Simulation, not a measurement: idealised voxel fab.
voxel trench capacitor: a process module
Xsec cut, 255 nm wide, square cell size 5 nm.
Format of a cross-section: grid, square cells. Given as bands. Order: top down. Band: one or more rows of cells. Top, bottom (nm), then materials left to right with widths (nm); lone material tagged "full width" fills the whole band edge to edge; "empty" = empty space. Heights are reckoned from 0. Under this level, the received wafer is all of one material. The bottommost band is open-ended downward, for example "0..down". Width spec "30->40" -> top row of cells at first value, bottom row at second value, equal per-row change in between. "all unchanged" after a step means that no cell of the cross-section changed. Empty spaces counting at least 8 cells and having no open way to the top are listed in "Closed void entries". The notation width x height at distance is used for each, the distance being from the left edge and all three values in nm. Step line, after settings: the simulator's comment on this step. The "overlay nm" setting may appear on a step's line; for a step that uses a mask, it gives how far to the right of its planned position the mask lay, and a negative value indicates the left.

[So here's the lineup of process steps we planned]
1. RECEIVE,material Si
2. CONFORMAL_DEP,material SiN,thk nm 10
3. MASKED_ETCH,tone open,mask id TRENCH,width nm 25,pitch nm 45,etch materials SiN,depth nm 10,overlay nm 0
4. MASKED_ETCH,tone open,mask id TRENCH,width nm 25,pitch nm 45,etch materials Si,depth nm 15,overlay nm 0
5. CONFORMAL_DEP,material Al2O3,thk nm 5
6. CONFORMAL_DEP,material TiN,thk nm 5
7. FILL_DEP,material W,thk nm 5
8. CMP,height nm 10
Be aware that, although all wafers share a common starting state, the depth nm at step 4 differs among them, and the plan displays the first wafer's value.

[Cross-section of the first incoming wafer of several, state after step 1]
- 0..down = Si full width
- Closed void entries: none

[First of several wafers, sectioned at end of module (last step: step 8)]
- 10..0 = SiN 45, Al2O3 5, TiN 5, W 5, TiN 5, Al2O3 5, SiN 20, Al2O3 5, TiN 5, W 5, TiN 5, Al2O3 5, SiN 20, Al2O3 5, TiN 5, W 5, TiN 5, Al2O3 5, SiN 20, Al2O3 5, TiN 5, W 5, TiN 5, Al2O3 5, SiN 50
- 0..-5 = Si 45, Al2O3 5, TiN 5, W 5, TiN 5, Al2O3 5, Si 20, Al2O3 5, TiN 5, W 5, TiN 5, Al2O3 5, Si 20, Al2O3 5, TiN 5, W 5, TiN 5, Al2O3 5, Si 20, Al2O3 5, TiN 5, W 5, TiN 5, Al2O3 5, Si 50
- -5..-10 = Si 45, Al2O3 5, TiN 15, Al2O3 5, Si 20, Al2O3 5, TiN 15, Al2O3 5, Si 20, Al2O3 5, TiN 15, Al2O3 5, Si 20, Al2O3 5, TiN 15, Al2O3 5, Si 50
- -10..-15 = Si 45, Al2O3 25, Si 20, Al2O3 25, Si 20, Al2O3 25, Si 20, Al2O3 25, Si 50
- -15..down = Si full width
- Closed void entries: none

[Cross-section, last wafer, module completion]
- 10..0 = SiN 45, Al2O3 5, TiN 5, W 5, TiN 5, Al2O3 5, SiN 20, Al2O3 5, TiN 5, W 5, TiN 5, Al2O3 5, SiN 20, Al2O3 5, TiN 5, W 5, TiN 5, Al2O3 5, SiN 20, Al2O3 5, TiN 5, W 5, TiN 5, Al2O3 5, SiN 50
- 0..-30 = Si 45, Al2O3 5, TiN 5, W 5, TiN 5, Al2O3 5, Si 20, Al2O3 5, TiN 5, W 5, TiN 5, Al2O3 5, Si 20, Al2O3 5, TiN 5, W 5, TiN 5, Al2O3 5, Si 20, Al2O3 5, TiN 5, W 5, TiN 5, Al2O3 5, Si 50
- -30..-35 = Si 45, Al2O3 5, TiN 15, Al2O3 5, Si 20, Al2O3 5, TiN 15, Al2O3 5, Si 20, Al2O3 5, TiN 15, Al2O3 5, Si 20, Al2O3 5, TiN 15, Al2O3 5, Si 50
- -35..-40 = Si 45, Al2O3 25, Si 20, Al2O3 25, Si 20, Al2O3 25, Si 20, Al2O3 25, Si 50
- -40..down = Si full width
- Closed void entries: none

[wafer rows; end of module; cells per material since receipt: (+) gained, (-) lost; then closed voids]
depth nm 15 | +52 Al2O3 | -60 Si | +62 SiN | +36 TiN | +12 W | Closed void entries: none
depth nm 20 | +60 Al2O3 | -80 Si | +62 SiN | +44 TiN | +16 W | Closed void entries: none
depth nm 25 | +68 Al2O3 | -100 Si | +62 SiN | +52 TiN | +20 W | Closed void entries: none
depth nm 30 | +76 Al2O3 | -120 Si | +62 SiN | +60 TiN | +24 W | Closed void entries: none
depth nm 35 | +84 Al2O3 | -140 Si | +62 SiN | +68 TiN | +28 W | Closed void entries: none
depth nm 40 | +92 Al2O3 | -160 Si | +62 SiN | +76 TiN | +32 W | Closed void entries: none
